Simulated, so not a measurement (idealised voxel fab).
process module | voxel fin reveal
For reference, the cross-section in this document is cut, with width 150 nm and square cells of 5 nm.
Heads up, the way a cross-section reads in here is a grid of square cells, handed over as bands from the top down, with every band being one or more rows of cells. A band entry consists of two parts. The first gives the height of the band's top and the height of its bottom, in nm. The rest lists the band's materials from left to right, each with its width in nm. A single material labelled with the word "edge to edge" fills the band from edge to edge, and the word "blank" marks empty space. Height 0 is the level under which the wafer as received is all one material. The lowest band goes on downwards, as in "0 nm and below". Read "30..40" as a graded width: first number on top, second number at the bottom, same change between each pair of neighbouring rows. For the purposes of this document, the phrase "remains unaltered" attached to a step denotes that no cell within the cross-section was modified by that step. Entry "Catalogued sealed voids". Content: empty spaces with no open connection to the top, size 8 cells or greater. Each: width x height at distance. Distance: from left edge. Unit: nm. On a step's line, text after the settings is the simulator commenting on that step. The setting "overlay nm" may be written on the line of a step. When the step uses a mask, the value reports how far to the right of the planned place the mask lay, and a negative value reports that it lay to the left.

# Steps in the process plan
| 1 | RECEIVE with material Si |
| 2 | CONFORMAL_DEP with material SiN, thk nm 10 |
| 3 | PATTERN with tone cover, mask id FINS, material resist, width nm 15, pitch nm 40, thk nm 15, overlay nm 0 |
| 4 | DIRECTIONAL_ETCH with etch materials SiN, depth nm 10 |
| 5 | DIRECTIONAL_ETCH with etch materials Si, depth nm 30 |
| 6 | STRIP with etch materials resist |
| 7 | FILL_DEP with material SiO2, thk nm 5 |
| 8 | CMP with height nm 10 |
| 9 | SELECTIVE_ETCH with etch materials SiO2, depth nm 25 |
| 10 | STRIP with etch materials SiN |
| 11 | CONFORMAL_DEP with material HfO2, thk nm 5 |

# Wafer at receipt (post step 1), cross-section
    0 nm and below = Si edge to edge
    Catalogued sealed voids: none

# Look at the cross-section after the module: the wafer started out the way shown above and the plan was the one shown above, yet one mistake was made along the way
    5 nm to 0 nm = blank (20); HfO2 (25); blank (15); HfO2 (25); blank (15); HfO2 (25); blank (25)
    0 nm to -10 nm = blank (20); HfO2 (5); Si (15); HfO2 (5); blank (15); HfO2 (5); Si (15); HfO2 (5); blank (15); HfO2 (5); Si (15); HfO2 (5); blank (25)
    -10 nm to -15 nm = blank (20); HfO2 (5); Si (15); HfO2 (5); blank (15); HfO2 (5); Si (15); HfO2 (5); blank (15); HfO2 (5); Si (15); HfO2 (5); blank (15); HfO2 (10)
    -15 nm to -20 nm = blank (20); HfO2 (5); Si (15); HfO2 (5); blank (15); HfO2 (5); Si (15); HfO2 (5); blank (15); HfO2 (5); Si (15); HfO2 (5); blank (15); HfO2 (5); SiO2 (5)
    -20 nm to -25 nm = HfO2 (25); Si (15); HfO2 (25); Si (15); HfO2 (25); Si (15); HfO2 (25); SiO2 (5)
    -25 nm to -30 nm = SiO2 (25); Si (15); SiO2 (25); Si (15); SiO2 (25); Si (15); SiO2 (30)
    -30 nm and below = Si edge to edge
    Catalogued sealed voids: none
Error vs. plan: mixed up steps 9 and 10 - ran each in the other's place
